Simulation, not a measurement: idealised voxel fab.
The name of this process module is voxel transistor to metal.
In the cross-section labelled cut, the width is 195 nm and each square cell is 5 nm.
Each cross-section below is a grid of square cells, stated as bands in top-down order, with one or more rows of cells making up each band.
Per band: top height and bottom height in nm, followed by the left-to-right materials and their widths in nm; "everywhere" marks a single material spanning edge to edge, "air" marks empty space.
The level at which height equals 0 is the one under which the wafer, as it arrives, is entirely one material. No lower edge exists for the bottom band, which continues downward and is notated as in "z 0 and below".
Quick explanation for "30->40": the width changes in equal steps down the rows of cells, from the first number in the band's top row to the second number in its bottom row.
"no modification" after a step means that no cell of the cross-section changed.
Reported under the label "Entrapped void list" are the empty spaces having no open way to the top and comprising 8 cells or more; the notation for each is width x height at distance, in which the distance is measured from the left edge and all three values are in nm.
Text after the settings on a step's line: the simulator's own remark on that step.
A step line may carry the setting "overlay nm", which, for steps involving a mask, states the distance by which the mask lay to the right of its intended position; negative values denote displacement to the left.
## plan
- 1: RECEIVE,material Si
- 2: OXIDIZE,depth nm 5
- 3: CONFORMAL_DEP,material SiN,thk nm 10
- 4: DIRECTIONAL_DEP,material aC,thk nm 15
- 5: PATTERN,tone cover,mask id ACTIVE,material resist,width nm 130,thk nm 30,overlay nm 0
- 6: DIRECTIONAL_ETCH,etch materials aC,depth nm 15
- 7: STRIP,etch materials resist
- 8: DIRECTIONAL_ETCH,etch materials SiN,depth nm 10
- 9: DIRECTIONAL_ETCH,etch materials SiO2,depth nm 5
- 10: DIRECTIONAL_ETCH,etch materials Si,depth nm 30
- 11: STRIP,etch materials aC
- 12: FILL_DEP,material SiO2,thk nm 5
- 13: CMP,height nm 10
- 14: SELECTIVE_ETCH,etch materials SiO2,depth nm 10
- 15: STRIP,etch materials SiN
- 16: SELECTIVE_ETCH,etch materials SiO2,depth nm 5
- 17: OXIDIZE,depth nm 5
- 18: DIRECTIONAL_DEP,material polySi,thk nm 30
- 19: DIRECTIONAL_DEP,material SiCN,thk nm 10
- 20: DIRECTIONAL_DEP,material aC,thk nm 15
- 21: PATTERN,tone cover,mask id GATE,material resist,width nm 30,thk nm 30,overlay nm 0
- 22: DIRECTIONAL_ETCH,etch materials aC,depth nm 15
- 23: STRIP,etch materials resist
- 24: DIRECTIONAL_ETCH,etch materials SiCN,depth nm 20
- 25: DIRECTIONAL_ETCH,etch materials polySi,depth nm 40
- 26: STRIP,etch materials aC
- 27: CONFORMAL_DEP,material SiN,thk nm 10
- 28: DIRECTIONAL_ETCH,etch materials SiN,depth nm 10
- 29: DIRECTIONAL_ETCH,etch materials SiO2,depth nm 5
- 30: DIRECTIONAL_ETCH,etch materials Si,depth nm 10
- 31: EPI,material pSi,thk nm 10
- 32: FILL_DEP,material SiO2,thk nm 10
- 33: CMP,height nm 25
- 34: STRIP,etch materials polySi
- 35: SELECTIVE_ETCH,etch materials SiO2,depth nm 5
- 36: CONFORMAL_DEP,material HfO2,thk nm 5
- 37: CONFORMAL_DEP,material TiN,thk nm 5
- 38: FILL_DEP,material W,thk nm 10
- 39: CMP,height nm 20
- 40: DIRECTIONAL_DEP,material SiO2,thk nm 10
- 41: PATTERN,tone open,mask id CONTACT,material resist,width nm 20,pitch nm 90,thk nm 20,overlay nm 0
- 42: DIRECTIONAL_ETCH,etch materials SiO2,depth nm 40
- 43: STRIP,etch materials resist
- 44: CONFORMAL_DEP,material TiN,thk nm 5
- 45: FILL_DEP,material W,thk nm 10
- 46: CMP,height nm 30
- 47: DIRECTIONAL_DEP,material TiN,thk nm 5
- 48: DIRECTIONAL_DEP,material Ru,thk nm 25
- 49: MASKED_ETCH,tone cover,mask id METAL_1,width nm 20,pitch nm 90,etch materials Ru,depth nm 25,overlay nm 0
- 50: MASKED_ETCH,tone cover,mask id METAL_1,width nm 20,pitch nm 90,etch materials TiN,depth nm 5,overlay nm 0
- 51: CONFORMAL_DEP,material SiN,thk nm 5
- 52: FILL_DEP,material SiO2,thk nm 5
- 53: CMP,height nm 60
- 54: CONFORMAL_DEP,material SiCN,thk nm 5
## first wafer, as planned
## Shown in cross-section is the wafer as received, that is, as it stands after step 1
  z 0 and below: Si everywhere
  Entrapped void list: none
## Cross-section: wafer state after step 2
  z 0 to -5: SiO2 everywhere
  Whatever lies below -5 is exactly as it was before.
## Cross-section: wafer state after step 3
  z 10 to 0: SiN everywhere
  Whatever lies below 0 is exactly as it was before.
## Cross-section: wafer state after step 4
  z 25 to 10: aC everywhere
  Whatever lies below 10 is exactly as it was before.
## Cross-section: wafer state after step 5
  z 55 to 25: air 30 nm, then resist 130 nm, then air 35 nm
  Whatever lies below 25 is exactly as it was before.
## Cross-section: wafer state after step 6
  z 40 to 25: air 30 nm, then resist 130 nm, then air 35 nm
  z 25 to 10: air 30 nm, then aC 130 nm, then air 35 nm
  Whatever lies below 10 is exactly as it was before.
## Cross-section: wafer state after step 7
  z 25 to 10: air 30 nm, then aC 130 nm, then air 35 nm
  Whatever lies below 10 is exactly as it was before.
## Cross-section: wafer state after step 8
  z 25 to 10: air 30 nm, then aC 130 nm, then air 35 nm
  z 10 to 0: air 30 nm, then SiN 130 nm, then air 35 nm
  Whatever lies below 0 is exactly as it was before.
## Cross-section: wafer state after step 9
  z 25 to 10: air 30 nm, then aC 130 nm, then air 35 nm
  z 10 to 0: air 30 nm, then SiN 130 nm, then air 35 nm
  z 0 to -5: air 30 nm, then SiO2 130 nm, then air 35 nm
  Whatever lies below -5 is exactly as it was before.
## Cross-section: wafer state after step 10
  z 25 to 10: air 30 nm, then aC 130 nm, then air 35 nm
  z 10 to 0: air 30 nm, then SiN 130 nm, then air 35 nm
  z 0 to -5: air 30 nm, then SiO2 130 nm, then air 35 nm
  z -5 to -35: air 30 nm, then Si 130 nm, then air 35 nm
  Whatever lies below -35 is exactly as it was before.
## Cross-section: wafer state after step 11
  z 10 to 0: air 30 nm, then SiN 130 nm, then air 35 nm
  Whatever lies below 0 is exactly as it was before.
## Cross-section: wafer state after step 12
  z 15 to 10: SiO2 everywhere
  z 10 to 0: SiO2 30 nm, then SiN 130 nm, then SiO2 35 nm
  z 0 to -5: SiO2 everywhere
  z -5 to -35: SiO2 30 nm, then Si 130 nm, then SiO2 35 nm
  Whatever lies below -35 is exactly as it was before.
## Cross-section: wafer state after step 13
  z 10 to 0: SiO2 30 nm, then SiN 130 nm, then SiO2 35 nm
  Whatever lies below 0 is exactly as it was before.
## Cross-section: wafer state after step 14
  z 10 to 0: air 30 nm, then SiN 130 nm, then air 35 nm
  Whatever lies below 0 is exactly as it was before.
## Cross-section: wafer state after step 15
  z 0 to -5: SiO2 everywhere
  Whatever lies below -5 is exactly as it was before.
## Cross-section: wafer state after step 16
  z -5 to -35: SiO2 30 nm, then Si 130 nm, then SiO2 35 nm
  Whatever lies below -35 is exactly as it was before.
## Cross-section: wafer state after step 17
  z -5 to -10: SiO2 everywhere
  Whatever lies below -10 is exactly as it was before.
## Cross-section: wafer state after step 18
  z 25 to -5: polySi everywhere
  Whatever lies below -5 is exactly as it was before.
## Cross-section: wafer state after step 19
  z 35 to 25: SiCN everywhere
  Whatever lies below 25 is exactly as it was before.
## Cross-section: wafer state after step 20
  z 50 to 35: aC everywhere
  Whatever lies below 35 is exactly as it was before.
## Cross-section: wafer state after step 21
  z 80 to 50: air 80 nm, then resist 30 nm, then air 85 nm
  Whatever lies below 50 is exactly as it was before.
## Cross-section: wafer state after step 22
  z 65 to 50: air 80 nm, then resist 30 nm, then air 85 nm
  z 50 to 35: air 80 nm, then aC 30 nm, then air 85 nm
  Whatever lies below 35 is exactly as it was before.
## Cross-section: wafer state after step 23
  z 50 to 35: air 80 nm, then aC 30 nm, then air 85 nm
  Whatever lies below 35 is exactly as it was before.
## Cross-section: wafer state after step 24
  z 50 to 35: air 80 nm, then aC 30 nm, then air 85 nm
  z 35 to 25: air 80 nm, then SiCN 30 nm, then air 85 nm
  Whatever lies below 25 is exactly as it was before.
## Cross-section: wafer state after step 25
  z 50 to 35: air 80 nm, then aC 30 nm, then air 85 nm
  z 35 to 25: air 80 nm, then SiCN 30 nm, then air 85 nm
  z 25 to -5: air 80 nm, then polySi 30 nm, then air 85 nm
  Whatever lies below -5 is exactly as it was before.
## Cross-section: wafer state after step 26
  z 35 to 25: air 80 nm, then SiCN 30 nm, then air 85 nm
  Whatever lies below 25 is exactly as it was before.
## Cross-section: wafer state after step 27
  z 45 to 35: air 70 nm, then SiN 50 nm, then air 75 nm
  z 35 to 25: air 70 nm, then SiN 10 nm, then SiCN 30 nm, then SiN 10 nm, then air 75 nm
  z 25 to 5: air 70 nm, then SiN 10 nm, then polySi 30 nm, then SiN 10 nm, then air 75 nm
  z 5 to -5: SiN 80 nm, then polySi 30 nm, then SiN 85 nm
  Whatever lies below -5 is exactly as it was before.
## Cross-section: wafer state after step 28
  z 35 to 25: air 70 nm, then SiN 10 nm, then SiCN 30 nm, then SiN 10 nm, then air 75 nm
  z 25 to -5: air 70 nm, then SiN 10 nm, then polySi 30 nm, then SiN 10 nm, then air 75 nm
  Whatever lies below -5 is exactly as it was before.
## Cross-section: wafer state after step 29
  z 35 to 25: air 70 nm, then SiN 10 nm, then SiCN 30 nm, then SiN 10 nm, then air 75 nm
  z 25 to -5: air 70 nm, then SiN 10 nm, then polySi 30 nm, then SiN 10 nm, then air 75 nm
  z -5 to -10: air 70 nm, then SiO2 50 nm, then air 75 nm
  Whatever lies below -10 is exactly as it was before.
## Cross-section: wafer state after step 30
  z 35 to 25: air 70 nm, then SiN 10 nm, then SiCN 30 nm, then SiN 10 nm, then air 75 nm
  z 25 to -5: air 70 nm, then SiN 10 nm, then polySi 30 nm, then SiN 10 nm, then air 75 nm
  z -5 to -10: air 70 nm, then SiO2 50 nm, then air 75 nm
  z -10 to -20: SiO2 30 nm, then air 40 nm, then Si 50 nm, then air 40 nm, then SiO2 35 nm
  Whatever lies below -20 is exactly as it was before.
## Cross-section: wafer state after step 31
  z 35 to 25: air 70 nm, then SiN 10 nm, then SiCN 30 nm, then SiN 10 nm, then air 75 nm
  z 25 to 0: air 70 nm, then SiN 10 nm, then polySi 30 nm, then SiN 10 nm, then air 75 nm
  z 0 to -5: air 60 nm, then pSi 10 nm, then SiN 10 nm, then polySi 30 nm, then SiN 10 nm, then pSi 10 nm, then air 65 nm
  z -5 to -10: air 60 nm, then pSi 10 nm, then SiO2 50 nm, then pSi 10 nm, then air 65 nm
  z -10 to -20: SiO2 30 nm, then pSi 40 nm, then Si 50 nm, then pSi 40 nm, then SiO2 35 nm
  Whatever lies below -20 is exactly as it was before.
## Cross-section: wafer state after step 32
  z 45 to 35: SiO2 everywhere
  z 35 to 25: SiO2 70 nm, then SiN 10 nm, then SiCN 30 nm, then SiN 10 nm, then SiO2 75 nm
  z 25 to 0: SiO2 70 nm, then SiN 10 nm, then polySi 30 nm, then SiN 10 nm, then SiO2 75 nm
  z 0 to -5: SiO2 60 nm, then pSi 10 nm, then SiN 10 nm, then polySi 30 nm, then SiN 10 nm, then pSi 10 nm, then SiO2 65 nm
  z -5 to -10: SiO2 60 nm, then pSi 10 nm, then SiO2 50 nm, then pSi 10 nm, then SiO2 65 nm
  Whatever lies below -10 is exactly as it was before.
## Cross-section: wafer state after step 33
  z 25 to 0: SiO2 70 nm, then SiN 10 nm, then polySi 30 nm, then SiN 10 nm, then SiO2 75 nm
  Whatever lies below 0 is exactly as it was before.
## Cross-section: wafer state after step 34
  z 25 to 0: SiO2 70 nm, then SiN 10 nm, then air 30 nm, then SiN 10 nm, then SiO2 75 nm
  z 0 to -5: SiO2 60 nm, then pSi 10 nm, then SiN 10 nm, then air 30 nm, then SiN 10 nm, then pSi 10 nm, then SiO2 65 nm
  Whatever lies below -5 is exactly as it was before.
## Cross-section: wafer state after step 35
  z 25 to 20: air 70 nm, then SiN 10 nm, then air 30 nm, then SiN 10 nm, then air 75 nm
  z 20 to 0: SiO2 70 nm, then SiN 10 nm, then air 30 nm, then SiN 10 nm, then SiO2 75 nm
  z 0 to -5: SiO2 60 nm, then pSi 10 nm, then SiN 10 nm, then air 30 nm, then SiN 10 nm, then pSi 10 nm, then SiO2 65 nm
  z -5 to -10: SiO2 60 nm, then pSi 10 nm, then SiO2 5 nm, then air 40 nm, then SiO2 5 nm, then pSi 10 nm, then SiO2 65 nm
  Whatever lies below -10 is exactly as it was before.
## Cross-section: wafer state after step 36
  z 30 to 25: air 65 nm, then HfO2 20 nm, then air 20 nm, then HfO2 20 nm, then air 70 nm
  z 25 to 20: HfO2 70 nm, then SiN 10 nm, then HfO2 5 nm, then air 20 nm, then HfO2 5 nm, then SiN 10 nm, then HfO2 75 nm
  z 20 to 0: SiO2 70 nm, then SiN 10 nm, then HfO2 5 nm, then air 20 nm, then HfO2 5 nm, then SiN 10 nm, then SiO2 75 nm
  z 0 to -5: SiO2 60 nm, then pSi 10 nm, then SiN 10 nm, then HfO2 5 nm, then air 20 nm, then HfO2 5 nm, then SiN 10 nm, then pSi 10 nm, then SiO2 65 nm
  z -5 to -10: SiO2 60 nm, then pSi 10 nm, then SiO2 5 nm, then HfO2 40 nm, then SiO2 5 nm, then pSi 10 nm, then SiO2 65 nm
  Whatever lies below -10 is exactly as it was before.
## Cross-section: wafer state after step 37
  z 35 to 30: air 60 nm, then TiN 30 nm, then air 10 nm, then TiN 30 nm, then air 65 nm
  z 30 to 25: TiN 65 nm, then HfO2 20 nm, then TiN 5 nm, then air 10 nm, then TiN 5 nm, then HfO2 20 nm, then TiN 70 nm
  z 25 to 20: HfO2 70 nm, then SiN 10 nm, then HfO2 5 nm, then TiN 5 nm, then air 10 nm, then TiN 5 nm, then HfO2 5 nm, then SiN 10 nm, then HfO2 75 nm
  z 20 to 0: SiO2 70 nm, then SiN 10 nm, then HfO2 5 nm, then TiN 5 nm, then air 10 nm, then TiN 5 nm, then HfO2 5 nm, then SiN 10 nm, then SiO2 75 nm
  z 0 to -5: SiO2 60 nm, then pSi 10 nm, then SiN 10 nm, then HfO2 5 nm, then TiN 20 nm, then HfO2 5 nm, then SiN 10 nm, then pSi 10 nm, then SiO2 65 nm
  Whatever lies below -5 is exactly as it was before.
## Cross-section: wafer state after step 38
  z 45 to 35: W everywhere
  z 35 to 30: W 60 nm, then TiN 30 nm, then W 10 nm, then TiN 30 nm, then W 65 nm
  z 30 to 25: TiN 65 nm, then HfO2 20 nm, then TiN 5 nm, then W 10 nm, then TiN 5 nm, then HfO2 20 nm, then TiN 70 nm
  z 25 to 20: HfO2 70 nm, then SiN 10 nm, then HfO2 5 nm, then TiN 5 nm, then W 10 nm, then TiN 5 nm, then HfO2 5 nm, then SiN 10 nm, then HfO2 75 nm
  z 20 to 0: SiO2 70 nm, then SiN 10 nm, then HfO2 5 nm, then TiN 5 nm, then W 10 nm, then TiN 5 nm, then HfO2 5 nm, then SiN 10 nm, then SiO2 75 nm
  Whatever lies below 0 is exactly as it was before.
## Cross-section: wafer state after step 39
  z 20 to 0: SiO2 70 nm, then SiN 10 nm, then HfO2 5 nm, then TiN 5 nm, then W 10 nm, then TiN 5 nm, then HfO2 5 nm, then SiN 10 nm, then SiO2 75 nm
  Whatever lies below 0 is exactly as it was before.
## Cross-section: wafer state after step 40
  z 30 to 20: SiO2 everywhere
  Whatever lies below 20 is exactly as it was before.
## Cross-section: wafer state after step 41
  z 50 to 30: resist 40 nm, then air 20 nm, then resist 70 nm, then air 20 nm, then resist 45 nm
  Whatever lies below 30 is exactly as it was before.
## Cross-section: wafer state after step 42
  z 50 to 30: resist 40 nm, then air 20 nm, then resist 70 nm, then air 20 nm, then resist 45 nm
  z 30 to 20: SiO2 40 nm, then air 20 nm, then SiO2 70 nm, then air 20 nm, then SiO2 45 nm
  z 20 to 0: SiO2 40 nm, then air 20 nm, then SiO2 10 nm, then SiN 10 nm, then HfO2 5 nm, then TiN 5 nm, then W 10 nm, then TiN 5 nm, then HfO2 5 nm, then SiN 10 nm, then SiO2 10 nm, then air 20 nm, then SiO2 45 nm
  z 0 to -5: SiO2 40 nm, then air 20 nm, then pSi 10 nm, then SiN 10 nm, then HfO2 5 nm, then TiN 20 nm, then HfO2 5 nm, then SiN 10 nm, then pSi 10 nm, then air 20 nm, then SiO2 45 nm
  z -5 to -10: SiO2 40 nm, then air 20 nm, then pSi 10 nm, then SiO2 5 nm, then HfO2 40 nm, then SiO2 5 nm, then pSi 10 nm, then air 20 nm, then SiO2 45 nm
  Whatever lies below -10 is exactly as it was before.
## Cross-section: wafer state after step 43
  z 30 to 20: SiO2 40 nm, then air 20 nm, then SiO2 70 nm, then air 20 nm, then SiO2 45 nm
  Whatever lies below 20 is exactly as it was before.
## Cross-section: wafer state after step 44
  z 35 to 30: TiN 45 nm, then air 10 nm, then TiN 80 nm, then air 10 nm, then TiN 50 nm
  z 30 to 20: SiO2 40 nm, then TiN 5 nm, then air 10 nm, then TiN 5 nm, then SiO2 70 nm, then TiN 5 nm, then air 10 nm, then TiN 5 nm, then SiO2 45 nm
  z 20 to 0: SiO2 40 nm, then TiN 5 nm, then air 10 nm, then TiN 5 nm, then SiO2 10 nm, then SiN 10 nm, then HfO2 5 nm, then TiN 5 nm, then W 10 nm, then TiN 5 nm, then HfO2 5 nm, then SiN 10 nm, then SiO2 10 nm, then TiN 5 nm, then air 10 nm, then TiN 5 nm, then SiO2 45 nm
  z 0 to -5: SiO2 40 nm, then TiN 5 nm, then air 10 nm, then TiN 5 nm, then pSi 10 nm, then SiN 10 nm, then HfO2 5 nm, then TiN 20 nm, then HfO2 5 nm, then SiN 10 nm, then pSi 10 nm, then TiN 5 nm, then air 10 nm, then TiN 5 nm, then SiO2 45 nm
  z -5 to -10: SiO2 40 nm, then TiN 20 nm, then pSi 10 nm, then SiO2 5 nm, then HfO2 40 nm, then SiO2 5 nm, then pSi 10 nm, then TiN 20 nm, then SiO2 45 nm
  Whatever lies below -10 is exactly as it was before.
## Cross-section: wafer state after step 45
  z 45 to 35: W everywhere
  z 35 to 30: TiN 45 nm, then W 10 nm, then TiN 80 nm, then W 10 nm, then TiN 50 nm
  z 30 to 20: SiO2 40 nm, then TiN 5 nm, then W 10 nm, then TiN 5 nm, then SiO2 70 nm, then TiN 5 nm, then W 10 nm, then TiN 5 nm, then SiO2 45 nm
  z 20 to 0: SiO2 40 nm, then TiN 5 nm, then W 10 nm, then TiN 5 nm, then SiO2 10 nm, then SiN 10 nm, then HfO2 5 nm, then TiN 5 nm, then W 10 nm, then TiN 5 nm, then HfO2 5 nm, then SiN 10 nm, then SiO2 10 nm, then TiN 5 nm, then W 10 nm, then TiN 5 nm, then SiO2 45 nm
  z 0 to -5: SiO2 40 nm, then TiN 5 nm, then W 10 nm, then TiN 5 nm, then pSi 10 nm, then SiN 10 nm, then HfO2 5 nm, then TiN 20 nm, then HfO2 5 nm, then SiN 10 nm, then pSi 10 nm, then TiN 5 nm, then W 10 nm, then TiN 5 nm, then SiO2 45 nm
  Whatever lies below -5 is exactly as it was before.
## Cross-section: wafer state after step 46
  z 30 to 20: SiO2 40 nm, then TiN 5 nm, then W 10 nm, then TiN 5 nm, then SiO2 70 nm, then TiN 5 nm, then W 10 nm, then TiN 5 nm, then SiO2 45 nm
  Whatever lies below 20 is exactly as it was before.
## Cross-section: wafer state after step 47
  z 35 to 30: TiN everywhere
  Whatever lies below 30 is exactly as it was before.
## Cross-section: wafer state after step 48
  z 60 to 35: Ru everywhere
  Whatever lies below 35 is exactly as it was before.
## Cross-section: wafer state after step 49
  z 60 to 35: air 40 nm, then Ru 20 nm, then air 70 nm, then Ru 20 nm, then air 45 nm
  Whatever lies below 35 is exactly as it was before.
## Cross-section: wafer state after step 50
  z 60 to 35: air 40 nm, then Ru 20 nm, then air 70 nm, then Ru 20 nm, then air 45 nm
  z 35 to 30: air 40 nm, then TiN 20 nm, then air 70 nm, then TiN 20 nm, then air 45 nm
  Whatever lies below 30 is exactly as it was before.
## Cross-section: wafer state after step 51
  z 65 to 60: air 35 nm, then SiN 30 nm, then air 60 nm, then SiN 30 nm, then air 40 nm
  z 60 to 35: air 35 nm, then SiN 5 nm, then Ru 20 nm, then SiN 5 nm, then air 60 nm, then SiN 5 nm, then Ru 20 nm, then SiN 5 nm, then air 40 nm
  z 35 to 30: SiN 40 nm, then TiN 20 nm, then SiN 70 nm, then TiN 20 nm, then SiN 45 nm
  Whatever lies below 30 is exactly as it was before.
## Cross-section: wafer state after step 52
  z 70 to 65: SiO2 everywhere
  z 65 to 60: SiO2 35 nm, then SiN 30 nm, then SiO2 60 nm, then SiN 30 nm, then SiO2 40 nm
  z 60 to 35: SiO2 35 nm, then SiN 5 nm, then Ru 20 nm, then SiN 5 nm, then SiO2 60 nm, then SiN 5 nm, then Ru 20 nm, then SiN 5 nm, then SiO2 40 nm
  Whatever lies below 35 is exactly as it was before.
## Cross-section: wafer state after step 53
  z 60 to 35: SiO2 35 nm, then SiN 5 nm, then Ru 20 nm, then SiN 5 nm, then SiO2 60 nm, then SiN 5 nm, then Ru 20 nm, then SiN 5 nm, then SiO2 40 nm
  Whatever lies below 35 is exactly as it was before.
## Cross-section: wafer state after step 54
  z 65 to 60: SiCN everywhere
  Whatever lies below 60 is exactly as it was before.
## The Second Wafer: Common Origin and Plan, One Mistake in Execution, Identical to the First Through Step 53
## Look at the second wafer in cross-section at the time step 54 ought to have finished
  z 65 to 60: polySi everywhere
  Whatever lies below 60 is exactly as it was before.
Processing error: step 54 was processed under conditions differing from the plan, specifically as CONFORMAL_DEP,material polySi,thk nm 5
Wrapping up, a cell-based count of both wafers puts the second over or under the first for these materials: SiCN -39, polySi +39
